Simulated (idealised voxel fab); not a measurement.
Presented below is a process module, voxel air gaps.
The width of the displayed cross-section, cut, is 290 nm; its cells are square, with a size of 5 nm.
Cross-section format: a grid of square cells, given as bands from top to bottom; each band is one or more rows of cells.
Band: top and bottom heights (nm) first, top before bottom; then materials from left to right, widths in nm. "edge to edge" marks a sole material filling the band edge to edge. "empty" denotes empty space.
A quick word on heights: they are counted from 0, and under that level the wafer as it came to us is one material throughout. The lowest band is different from the rest in having no bottom; it simply continues downward, written as in "from 0 down".
The expression "30..40" gives the width at the extremes of the band, the first number at its top row of cells and the second at its bottom row, with the width changing by equal amounts from each row to the next in between.
The designation "nothing was modified", where it is given for a processing step, indicates that no cell of the cross-section was altered in the course of that step.
So "Fully sealed voids" is basically the list of trapped voids: any empty space of 8 cells or more that can't reach the top through an opening. They're written width x height at distance, the distance being from the left edge, and it's all nm.
It should be noted that, on the line of a given step, the content following the step's settings is a remark produced by the simulator itself with respect to that step.
"overlay nm" denotes, for a step that has a mask, the displacement of the mask to the right of its planned place, with negative values corresponding to the left.
-- Planned process steps
1) RECEIVE, material Si
2) CONFORMAL_DEP, material SiO2, thk nm 15
3) CONFORMAL_DEP, material SiN, thk nm 5
4) DIRECTIONAL_DEP, material SiO2, thk nm 30
5) DIRECTIONAL_DEP, material aC, thk nm 10
6) PATTERN, tone open, mask id LINES, material resist, width nm 15, pitch nm 45, thk nm 30, overlay nm 0
7) DIRECTIONAL_ETCH, etch materials aC, depth nm 10
8) STRIP, etch materials resist
9) DIRECTIONAL_ETCH, etch materials SiO2, depth nm 30
10) STRIP, etch materials aC
11) CONFORMAL_DEP, material TiN, thk nm 5
12) FILL_DEP, material Ru, thk nm 10
13) CMP, height nm 50
14) EPI, material Ru, thk nm 10
15) SELECTIVE_ETCH, etch materials SiO2, depth nm 40
16) CONFORMAL_DEP, material SiN, thk nm 5
-- Cross-section, incoming material, after step 1
> from 0 down  Si edge to edge
> Fully sealed voids: none
-- Starting wafer: above. Plan: above. Run: one mistake. Cross-section after the module: below
> from 65 to 60  empty 55 nm  SiN 180 nm  empty 55 nm
> from 60 to 50  empty 55 nm  SiN 5 nm  Ru 35 nm  SiN 10 nm  Ru 35 nm  SiN 10 nm  Ru 35 nm  SiN 10 nm  Ru 35 nm  SiN 5 nm  empty 55 nm
> from 50 to 45  empty 55 nm  SiN 15 nm  TiN 5 nm  Ru 5 nm  TiN 5 nm  SiN 30 nm  TiN 5 nm  Ru 5 nm  TiN 5 nm  SiN 30 nm  TiN 5 nm  Ru 5 nm  TiN 5 nm  SiN 30 nm  TiN 5 nm  Ru 5 nm  TiN 5 nm  SiN 15 nm  empty 55 nm
> from 45 to 40  empty 65 nm  SiN 5 nm  TiN 5 nm  Ru 5 nm  TiN 5 nm  SiN 5 nm  empty 20 nm  SiN 5 nm  TiN 5 nm  Ru 5 nm  TiN 5 nm  SiN 5 nm  empty 20 nm  SiN 5 nm  TiN 5 nm  Ru 5 nm  TiN 5 nm  SiN 5 nm  empty 20 nm  SiN 5 nm  TiN 5 nm  Ru 5 nm  TiN 5 nm  SiN 5 nm  empty 65 nm
> from 40 to 35  SiN 70 nm  TiN 15 nm  SiN 30 nm  TiN 15 nm  SiN 30 nm  TiN 15 nm  SiN 30 nm  TiN 15 nm  SiN 70 nm
> from 35 to 30  SiN edge to edge
> from 30 to 0  SiO2 edge to edge
> from 0 down  Si edge to edge
> Fully sealed voids: none
The mistake made against the process plan was this: step 2 of the plan was performed twice
